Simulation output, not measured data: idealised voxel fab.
Presented below is a process module, voxel air gaps.
We display cut, a cross-section 285 nm in width whose square cells are each 5 nm.
Throughout this document, each cross-section is represented as a grid of square cells and is presented as a sequence of bands enumerated from the top downward, where a band comprises one or more rows of cells.
What a band's entry tells you: where the top is and where the bottom is, as heights in nm, and after that what lies inside, material by material from left to right, each with its width in nm. Empty space is written as the word "empty", and a single material marked with the word "everywhere" occupies the band from edge to edge.
Heights are reckoned from 0. Under this level, the received wafer is all of one material. The bottommost band is open-ended downward, for example "0..down".
With a width like "30->40", each row of cells in the band differs from the next by the same amount, the top row carrying the first number and the bottom row the second.
No cell of the cross-section changed in a step that is given as "same as before".
"Cavities, sealed" lists enclosed empty spaces (at least 8 cells, no open path upward to the top), each as width x height at distance from the left edge, in nm.
Formally, on a step line, whatever follows the settings is a remark that the simulator itself makes on the step.
What "overlay nm" on a step's line means: if the step has a mask, that mask lay this far to the right of its planned place, or, when the value is negative, to the left.
List of planned process steps
- 1: RECEIVE: material Si
- 2: CONFORMAL_DEP: material SiO2, thk nm 10
- 3: CONFORMAL_DEP: material SiN, thk nm 5
- 4: DIRECTIONAL_DEP: material SiO2, thk nm 40
- 5: DIRECTIONAL_DEP: material aC, thk nm 10
- 6: PATTERN: tone open, mask id LINES, material resist, width nm 15, pitch nm 50, thk nm 30, overlay nm 0
- 7: DIRECTIONAL_ETCH: etch materials aC, depth nm 10
- 8: STRIP: etch materials resist
- 9: DIRECTIONAL_ETCH: etch materials SiO2, depth nm 40
- 10: STRIP: etch materials aC
- 11: CONFORMAL_DEP: material TiN, thk nm 5
- 12: FILL_DEP: material W, thk nm 10
- 13: CMP: height nm 55
- 14: EPI: material Ru, thk nm 10
- 15: SELECTIVE_ETCH: etch materials SiO2, depth nm 50
- 16: CONFORMAL_DEP: material SiN, thk nm 5
Don't read the plan's width nm for step 6 as applying to every wafer: that's the first wafer's value, and the wafers differ in it, though they all start identical.
First of several wafers, received after step 1, in cross-section
0..down | Si everywhere
Cavities, sealed: none
Take a look at the first of several wafers in cross-section: the module is done, and step 16 was its last step
70..65 | empty (70) / SiN (45) / empty (5) / SiN (45) / empty (5) / SiN (45) / empty (70)
65..55 | empty (70) / SiN (5) / Ru (35) / SiN (5) / empty (5) / SiN (5) / Ru (35) / SiN (5) / empty (5) / SiN (5) / Ru (35) / SiN (5) / empty (70)
55..50 | empty (70) / SiN (15) / TiN (5) / W (5) / TiN (5) / SiN (15) / empty (5) / SiN (15) / TiN (5) / W (5) / TiN (5) / SiN (15) / empty (5) / SiN (15) / TiN (5) / W (5) / TiN (5) / SiN (15) / empty (70)
50..20 | empty (80) / SiN (5) / TiN (5) / W (5) / TiN (5) / SiN (5) / empty (25) / SiN (5) / TiN (5) / W (5) / TiN (5) / SiN (5) / empty (25) / SiN (5) / TiN (5) / W (5) / TiN (5) / SiN (5) / empty (80)
20..15 | SiN (85) / TiN (15) / SiN (35) / TiN (15) / SiN (35) / TiN (15) / SiN (85)
15..10 | SiN everywhere
10..0 | SiO2 everywhere
0..down | Si everywhere
Cavities, sealed: none
The final wafer, sectioned at module end
70..65 | empty (60) / SiN (165) / empty (60)
65..55 | empty (60) / SiN (5) / Ru (155) / SiN (5) / empty (60)
55..50 | empty (60) / SiN (15) / TiN (5) / W (25) / TiN (5) / SiO2 (15) / TiN (5) / W (25) / TiN (5) / SiO2 (15) / TiN (5) / W (25) / TiN (5) / SiN (15) / empty (60)
50..20 | empty (70) / SiN (5) / TiN (5) / W (25) / TiN (5) / SiO2 (15) / TiN (5) / W (25) / TiN (5) / SiO2 (15) / TiN (5) / W (25) / TiN (5) / SiN (5) / empty (70)
20..15 | SiN (75) / TiN (35) / SiO2 (15) / TiN (35) / SiO2 (15) / TiN (35) / SiN (75)
15..10 | SiN everywhere
10..0 | SiO2 everywhere
0..down | Si everywhere
Cavities, sealed: none
Per-wafer rows below. For each material: cells gained (+) or lost (-) since the wafer was received, as of end of module. Then: closed voids
width nm 15, +42 Ru, +198 SiN, +114 SiO2, +51 TiN, +21 W, Cavities, sealed: none
width nm 20, +48 Ru, +198 SiN, +114 SiO2, +54 TiN, +42 W, Cavities, sealed: 20 x 30 at 110; 20 x 30 at 160
width nm 25, +54 Ru, +190 SiN, +114 SiO2, +57 TiN, +63 W, Cavities, sealed: 15 x 30 at 110; 15 x 30 at 160
width nm 30, +60 Ru, +142 SiN, +178 SiO2, +60 TiN, +84 W, Cavities, sealed: none
width nm 35, +62 Ru, +142 SiN, +162 SiO2, +63 TiN, +105 W, Cavities, sealed: none
